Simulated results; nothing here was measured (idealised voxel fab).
process module | voxel released beams
cross-section cut | 260 nm wide | cells 5 nm
A cross-section is a grid of square cells, given in bands from the top down. A band is one or more rows of cells.
Each band's line starts with the height of the band's top and of its bottom, in nm. Then come its materials from left to right, each with its width in nm. One material with "throughout" fills the band from edge to edge. "air" is empty space.
Height 0 is the level under which the wafer as received is all one material. The lowest band goes on downwards, as in "0 down".
A width such as "30 to 40" changes by the same amount from each row of cells to the next, from the band's top row to its bottom row.
"no change" after a step means that no cell of the cross-section changed.
closed voids: empty space of 8 cells or more with no open way to the top, each as width x height at its distance from the left edge, in nm
after a step's settings: what the simulator itself notes on the step
overlay nm, on a step with a mask: how far to the right of its planned place the mask lay; to the left if negative
plan
1 op RECEIVE | material Si
2 op CONFORMAL_DEP | material Al2O3 | thk nm 5
3 op DIRECTIONAL_DEP | material SiO2 | thk nm 10
4 op MASKED_ETCH | tone open | mask id ANCHOR | width nm 45 | etch materials SiO2 | depth nm 10 | overlay nm 0
5 op CONFORMAL_DEP | material polySi | thk nm 15
6 op PATTERN | tone cover | mask id BEAM | material resist | width nm 130 | thk nm 20 | overlay nm 0
7 op DIRECTIONAL_ETCH | etch materials polySi | depth nm 15
8 op STRIP | etch materials resist
9 op STRIP | etch materials SiO2
as received, after step 1
  0 down: Si throughout
  closed voids: none
a wafer at the end: this start, this plan, one mistake
  45 to 30: air 60 | polySi 130 | air 70
  30 to 15: polySi throughout
  15 to 5: SiO2 65 | polySi 45 | SiO2 150
  5 to 0: Al2O3 throughout
  0 down: Si throughout
  closed voids: none
what went wrong: step 5 was run twice
